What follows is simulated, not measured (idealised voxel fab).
Proc. module: voxel capacitor over wiring
Section shown: cut. Width: 215 nm. Cell size: 5 nm, square.
A cross-section is written here as square cells arranged in a grid, and it is given in bands from the top down, each band taking up one or more rows of cells. Top, bottom (nm), then materials left to right with widths (nm); lone material tagged "full width" fills the whole band edge to edge; "empty" = empty space. Where do heights start? At 0: under that level the wafer as delivered is made of one material only. And the lowest band has no floor; it just carries on downward, as in "0 and below". You'd read "30 to 40" like this: the band's top row of cells is as wide as the first number, its bottom row is as wide as the second, and going down, every row changes width by the same amount as the row before did. No cell of the cross-section changed in a step that is given as "remains unaltered". Closed-off voids of 8+ cells (no open route to the top) go in "Enclosed void list", written width x height at distance from the left edge, in nm. Note: text after step settings on the step line = simulator remark on that step. overlay nm: right-of-plan distance of the mask on a masked step; negative values mean left-of-plan.
THIS SECTION LISTS THE PROCESS STEPS THAT WERE PLANNED
1 RECEIVE, material Si
2 CONFORMAL_DEP, material SiO2, thk nm 15
3 DIRECTIONAL_DEP, material TiN, thk nm 5
4 DIRECTIONAL_DEP, material Ru, thk nm 25
5 PATTERN, tone cover, mask id METAL_1, material resist, width nm 20, pitch nm 80, thk nm 15, overlay nm 0
6 DIRECTIONAL_ETCH, etch materials Ru, depth nm 25
7 DIRECTIONAL_ETCH, etch materials TiN, depth nm 5
8 STRIP, etch materials resist
9 FILL_DEP, material SiO2, thk nm 5
10 CMP, height nm 45
11 CONFORMAL_DEP, material SiCN, thk nm 5
12 DIRECTIONAL_DEP, material SiO2, thk nm 10
13 PATTERN, tone open, mask id PLUG_1, material resist, width nm 15, thk nm 15, overlay nm 0
14 DIRECTIONAL_ETCH, etch materials SiO2, depth nm 10
15 DIRECTIONAL_ETCH, etch materials SiCN, depth nm 5
16 STRIP, etch materials resist
17 EPI, material Ru, thk nm 10
18 EPI, material Ru, thk nm 5
19 DIRECTIONAL_DEP, material TiN, thk nm 10
20 DIRECTIONAL_DEP, material Al2O3, thk nm 5
21 DIRECTIONAL_DEP, material TiN, thk nm 5
22 DIRECTIONAL_DEP, material aC, thk nm 15
23 PATTERN, tone cover, mask id UPPER_PLATE, material resist, width nm 55, thk nm 30, overlay nm 0
24 DIRECTIONAL_ETCH, etch materials aC, depth nm 15
25 STRIP, etch materials resist
26 DIRECTIONAL_ETCH, etch materials TiN, depth nm 5
27 DIRECTIONAL_ETCH, etch materials Al2O3, depth nm 5
28 STRIP, etch materials aC
29 PATTERN, tone cover, mask id LOWER_PLATE, material resist, width nm 75, thk nm 20, overlay nm 0
30 DIRECTIONAL_ETCH, etch materials TiN, depth nm 10
31 STRIP, etch materials resist
32 FILL_DEP, material SiO2, thk nm 15
33 CMP, height nm 90
34 PATTERN, tone open, mask id PLUG_2, material resist, width nm 15, thk nm 15, overlay nm 0
35 DIRECTIONAL_ETCH, etch materials SiO2, depth nm 10
36 STRIP, etch materials resist
37 CONFORMAL_DEP, material TiN, thk nm 5
38 FILL_DEP, material W, thk nm 10
39 CMP, height nm 90
40 CONFORMAL_DEP, material SiCN, thk nm 5
Same starting wafers, different width nm at step 23. Plan value belongs to the first wafer.
AS-RECEIVED CROSS-SECTION, FIRST OF SEVERAL WAFERS, POST STEP 1
0 and below | Si full width
Enclosed void list: none
WAFER CROSS-SECTION (FIRST OF SEVERAL) - MODULE END, POST STEP 40 (LAST STEP)
95 down to 90 | SiCN full width
90 down to 85 | 70 nm SiO2 / 5 nm TiN / 5 nm W / 5 nm TiN / 130 nm SiO2
85 down to 75 | 70 to 65 nm SiO2 / 15 to 55 nm TiN / 130 to 95 nm SiO2
75 down to 70 | 65 nm SiO2 / 55 nm Al2O3 / 95 nm SiO2
70 down to 60 | 55 nm SiO2 / 75 nm TiN / 85 nm SiO2
60 down to 50 | 60 nm SiO2 / 15 nm Ru / 140 nm SiO2
50 down to 45 | 60 nm SiCN / 15 nm Ru / 140 nm SiCN
45 down to 20 | 55 nm SiO2 / 20 nm Ru / 60 nm SiO2 / 20 nm Ru / 60 nm SiO2
20 down to 15 | 55 nm SiO2 / 20 nm TiN / 60 nm SiO2 / 20 nm TiN / 60 nm SiO2
15 down to 0 | SiO2 full width
0 and below | Si full width
Enclosed void list: none
LAST WAFER AT THE END
95 down to 90 | SiCN full width
90 down to 85 | 70 nm SiO2 / 5 nm TiN / 5 nm W / 5 nm TiN / 130 nm SiO2
85 down to 75 | 70 to 55 nm SiO2 / 15 to 75 nm TiN / 130 to 85 nm SiO2
75 down to 70 | 55 nm SiO2 / 80 nm Al2O3 / 80 nm SiO2
70 down to 60 | 55 nm SiO2 / 80 nm TiN / 80 nm SiO2
60 down to 50 | 60 nm SiO2 / 15 nm Ru / 140 nm SiO2
50 down to 45 | 60 nm SiCN / 15 nm Ru / 140 nm SiCN
45 down to 20 | 55 nm SiO2 / 20 nm Ru / 60 nm SiO2 / 20 nm Ru / 60 nm SiO2
20 down to 15 | 55 nm SiO2 / 20 nm TiN / 60 nm SiO2 / 20 nm TiN / 60 nm SiO2
15 down to 0 | SiO2 full width
0 and below | Si full width
Enclosed void list: none
ROW PER WAFER, END-OF-MODULE: CELL GAIN (+)/LOSS (-) BY MATERIAL SINCE THE WAFER CAME IN, THEN CLOSED VOIDS
width nm 55, +11 Al2O3, +49 Ru, +83 SiCN, +619 SiO2, +54 TiN, +1 W, Enclosed void list: none
width nm 60, +12 Al2O3, +49 Ru, +83 SiCN, +617 SiO2, +55 TiN, +1 W, Enclosed void list: none
width nm 65, +13 Al2O3, +49 Ru, +83 SiCN, +615 SiO2, +56 TiN, +1 W, Enclosed void list: none
width nm 70, +14 Al2O3, +49 Ru, +83 SiCN, +613 SiO2, +57 TiN, +1 W, Enclosed void list: none
width nm 75, +15 Al2O3, +49 Ru, +83 SiCN, +611 SiO2, +58 TiN, +1 W, Enclosed void list: none
width nm 80, +16 Al2O3, +49 Ru, +83 SiCN, +608 SiO2, +60 TiN, +1 W, Enclosed void list: none
